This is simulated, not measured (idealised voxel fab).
process module | voxel fin reveal
cross-section cut | 200 nm wide | cells 5 nm
A cross-section is a grid of square cells, given in bands from the top down. A band is one or more rows of cells.
Each band's line starts with the height of the band's top and of its bottom, in nm. Then come its materials from left to right, each with its width in nm. One material with "throughout" fills the band from edge to edge. "air" is empty space.
Height 0 is the level under which the wafer as received is all one material. The lowest band goes on downwards, as in "0 down".
A width such as "30 to 40" changes by the same amount from each row of cells to the next, from the band's top row to its bottom row.
"no change" after a step means that no cell of the cross-section changed.
closed voids: empty space of 8 cells or more with no open way to the top, each as width x height at its distance from the left edge, in nm
after a step's settings: what the simulator itself notes on the step
overlay nm, on a step with a mask: how far to the right of its planned place the mask lay; to the left if negative
plan
1 op RECEIVE | material Si
2 op CONFORMAL_DEP | material SiN | thk nm 5
3 op MASKED_ETCH | tone cover | mask id FINS | width nm 15 | pitch nm 40 | etch materials SiN | depth nm 5 | overlay nm 0
4 op MASKED_ETCH | tone cover | mask id FINS | width nm 15 | pitch nm 40 | etch materials Si | depth nm 40 | overlay nm 0
5 op OXIDIZE | depth nm 5
6 op FILL_DEP | material SiO2 | thk nm 5
7 op CMP | height nm 5
8 op SELECTIVE_ETCH | etch materials SiO2 | depth nm 20
9 op STRIP | etch materials SiN
first wafer, as planned
as received, after step 1
  0 down: Si throughout
  closed voids: none
after step 2
  5 to 0: SiN throughout
  below 0: unchanged
after step 3
  5 to 0: air 50 | SiN 15 | air 25 | SiN 15 | air 25 | SiN 15 | air 55
  below 0: unchanged
after step 4
  5 to 0: air 50 | SiN 15 | air 25 | SiN 15 | air 25 | SiN 15 | air 55
  0 to -40: air 50 | Si 15 | air 25 | Si 15 | air 25 | Si 15 | air 55
  below -40: unchanged
after step 5
  5 to 0: air 50 | SiN 15 | air 25 | SiN 15 | air 25 | SiN 15 | air 55
  0 to -40: air 50 | SiO2 5 | Si 5 | SiO2 5 | air 25 | SiO2 5 | Si 5 | SiO2 5 | air 25 | SiO2 5 | Si 5 | SiO2 5 | air 55
  -40 to -45: SiO2 55 | Si 5 | SiO2 35 | Si 5 | SiO2 35 | Si 5 | SiO2 60
  below -45: unchanged
after step 6
  10 to 5: SiO2 throughout
  5 to 0: SiO2 50 | SiN 15 | SiO2 25 | SiN 15 | SiO2 25 | SiN 15 | SiO2 55
  0 to -45: SiO2 55 | Si 5 | SiO2 35 | Si 5 | SiO2 35 | Si 5 | SiO2 60
  below -45: unchanged
after step 7
  5 to 0: SiO2 50 | SiN 15 | SiO2 25 | SiN 15 | SiO2 25 | SiN 15 | SiO2 55
  below 0: unchanged
after step 8
  5 to 0: air 50 | SiN 15 | air 25 | SiN 15 | air 25 | SiN 15 | air 55
  0 to -15: air 55 | Si 5 | air 35 | Si 5 | air 35 | Si 5 | air 60
  below -15: unchanged
after step 9
  0 to -15: air 55 | Si 5 | air 35 | Si 5 | air 35 | Si 5 | air 60
  below -15: unchanged
second wafer: like start, like plan, one mistake. Through step 7 it matches the first wafer
when step 8 should have ended
  5 to 0: SiO2 50 | air 15 | SiO2 25 | air 15 | SiO2 25 | air 15 | SiO2 55
  below 0: unchanged
when step 9 should have ended
  0 to -15: air 55 | Si 5 | air 35 | Si 5 | air 35 | Si 5 | air 60
  -15 to -20: SiO2 30 | air 25 | Si 5 | air 35 | Si 5 | air 35 | Si 5 | air 25 | SiO2 35
  below -20: unchanged
what went wrong: steps 8 and 9 were swapped
at the end the second wafer has, in cells: 24 fewer of SiO2
